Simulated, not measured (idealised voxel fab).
Process module, titled voxel wiring stack
260 nm wide, 5 nm square cells: that's cross-section cut.
Cross-section spec: square-cell grid; bands listed top down; each band is one or more rows.
Heights first: top, then bottom, in nm. Then materials, left to right, each with a width in nm. "all across" on a single material: fills the band edge to edge. "blank": empty space.
Heights are measured from 0, the level below which the as-received wafer is all one material; the lowest band has no bottom and continues downward, written as in "0..down".
So if you see something like "30..40" for the width, read it as the top row of the band sitting at the first number and the bottom row at the second, with every row in between moving by the same amount as the last.
"nothing altered" -> step changed no cross-section cell.
Entry "Closed voids list". Content: empty spaces with no open connection to the top, size 8 cells or greater. Each: width x height at distance. Distance: from left edge. Unit: nm.
What comes after the settings on a step's line is commentary from the simulator itself on that step.
For masked steps, "overlay nm" on the step line gives how far right of plan the mask actually lay; a minus sign means it lay to the left.
Planned step list for the process:
1,RECEIVE | material Si
2,CONFORMAL_DEP | material SiO2 | thk nm 15
3,DIRECTIONAL_DEP | material TiN | thk nm 5
4,DIRECTIONAL_DEP | material W | thk nm 25
5,MASKED_ETCH | tone cover | mask id METAL_1 | width nm 30 | pitch nm 55 | etch materials W | depth nm 25 | overlay nm 0
6,MASKED_ETCH | tone cover | mask id METAL_1 | width nm 30 | pitch nm 55 | etch materials TiN | depth nm 5 | overlay nm 0
7,FILL_DEP | material lowk | thk nm 5
8,CMP | height nm 45
9,CONFORMAL_DEP | material SiCN | thk nm 5
10,DIRECTIONAL_DEP | material lowk | thk nm 10
11,MASKED_ETCH | tone open | mask id PLUG_1 | width nm 15 | etch materials lowk | depth nm 10 | overlay nm 0
12,MASKED_ETCH | tone open | mask id PLUG_1 | width nm 15 | etch materials SiCN | depth nm 5 | overlay nm 0
13,EPI | material Ru | thk nm 10
14,EPI | material Ru | thk nm 5
15,DIRECTIONAL_DEP | material TiN | thk nm 5
16,DIRECTIONAL_DEP | material W | thk nm 15
17,PATTERN | tone cover | mask id METAL_2 | material resist | width nm 30 | pitch nm 55 | thk nm 15 | overlay nm 0
18,DIRECTIONAL_ETCH | etch materials W | depth nm 15
19,DIRECTIONAL_ETCH | etch materials TiN | depth nm 5
20,STRIP | etch materials resist
21,FILL_DEP | material lowk | thk nm 10
22,CMP | height nm 80
23,CONFORMAL_DEP | material SiCN | thk nm 5
24,DIRECTIONAL_DEP | material lowk | thk nm 15
25,PATTERN | tone open | mask id PLUG_2 | material resist | width nm 15 | pitch nm 55 | thk nm 20 | overlay nm 0
26,DIRECTIONAL_ETCH | etch materials lowk | depth nm 15
27,DIRECTIONAL_ETCH | etch materials SiCN | depth nm 5
28,STRIP | etch materials resist
29,EPI | material Ru | thk nm 10
30,EPI | material Ru | thk nm 10
31,CONFORMAL_DEP | material SiCN | thk nm 5
32,DIRECTIONAL_DEP | material lowk | thk nm 20
33,DIRECTIONAL_DEP | material aC | thk nm 10
34,PATTERN | tone open | mask id METAL_3 | material resist | width nm 30 | pitch nm 55 | thk nm 25 | overlay nm 0
35,DIRECTIONAL_ETCH | etch materials aC | depth nm 10
36,STRIP | etch materials resist
37,DIRECTIONAL_ETCH | etch materials lowk | depth nm 20
38,DIRECTIONAL_ETCH | etch materials SiCN | depth nm 5
39,STRIP | etch materials aC
40,CONFORMAL_DEP | material TiN | thk nm 5
41,FILL_DEP | material Ru | thk nm 10
42,CMP | height nm 125
43,CONFORMAL_DEP | material SiCN | thk nm 5
44,DIRECTIONAL_DEP | material SiO2 | thk nm 10
45,MASKED_ETCH | tone open | mask id PLUG_3 | width nm 15 | pitch nm 55 | etch materials SiO2 | depth nm 10 | overlay nm 0
46,MASKED_ETCH | tone open | mask id PLUG_3 | width nm 15 | pitch nm 55 | etch materials SiCN | depth nm 5 | overlay nm 0
47,CONFORMAL_DEP | material TiN | thk nm 5
48,FILL_DEP | material W | thk nm 10
49,CMP | height nm 140
50,CONFORMAL_DEP | material SiN | thk nm 5
51,DIRECTIONAL_DEP | material SiO2 | thk nm 20
52,PATTERN | tone open | mask id METAL_4 | material resist | width nm 30 | pitch nm 55 | thk nm 20 | overlay nm 0
53,DIRECTIONAL_ETCH | etch materials SiO2 | depth nm 20
54,DIRECTIONAL_ETCH | etch materials SiN | depth nm 5
55,STRIP | etch materials resist
56,CONFORMAL_DEP | material TiN | thk nm 5
57,FILL_DEP | material Cu | thk nm 10
58,CMP | height nm 165
59,EPI | material Ru | thk nm 5
60,FILL_DEP | material SiCN | thk nm 5
Wafer cross-section on receipt, i.e. after step 1:
  0..down | Si all across
  Closed voids list: none
Cross-sectional result after module completion. Note: starting condition and plan are unchanged from above; one processing mistake was made:
  170..165 | 80 nm blank, 40 nm Ru, 15 nm blank, 40 nm Ru, 85 nm blank
  165..145 | 85 nm SiO2, 5 nm TiN, 20 nm Cu, 5 nm TiN, 25 nm SiO2, 5 nm TiN, 20 nm Cu, 5 nm TiN, 90 nm SiO2
  145..140 | 85 nm SiN, 30 nm TiN, 25 nm SiN, 30 nm TiN, 90 nm SiN
  140..130 | 85 nm SiO2, 5 nm TiN, 5 nm W, 5 nm TiN, 40 nm SiO2, 5 nm TiN, 5 nm W, 5 nm TiN, 105 nm SiO2
  130..125 | 85 nm SiCN, 15 nm TiN, 40 nm SiCN, 15 nm TiN, 105 nm SiCN
  125..105 | 85 nm lowk, 5 nm TiN, 20 nm Ru, 5 nm TiN, 25 nm lowk, 5 nm TiN, 20 nm Ru, 5 nm TiN, 90 nm lowk
  105..100 | 85 nm SiCN, 30 nm TiN, 25 nm SiCN, 30 nm TiN, 90 nm SiCN
  100..85 | 85 nm lowk, 15 nm Ru, 40 nm lowk, 15 nm Ru, 105 nm lowk
  85..80 | 85 nm SiCN, 15 nm Ru, 40 nm SiCN, 15 nm Ru, 105 nm SiCN
  80..65 | 85 nm lowk, 30 nm W, 25 nm lowk, 30 nm W, 90 nm lowk
  65..60 | 85 nm lowk, 30 nm TiN, 25 nm lowk, 30 nm TiN, 90 nm lowk
  60..50 | 85 nm lowk, 15 nm Ru, 160 nm lowk
  50..45 | 85 nm SiCN, 15 nm Ru, 160 nm SiCN
  45..20 | 85 nm lowk, 30 nm W, 25 nm lowk, 30 nm W, 90 nm lowk
  20..15 | 85 nm lowk, 30 nm TiN, 25 nm lowk, 30 nm TiN, 90 nm lowk
  15..0 | SiO2 all across
  0..down | Si all across
  Closed voids list: none
Deviation noted in wafer processing: heads up, step 60 of the plan was skipped and never actually ran
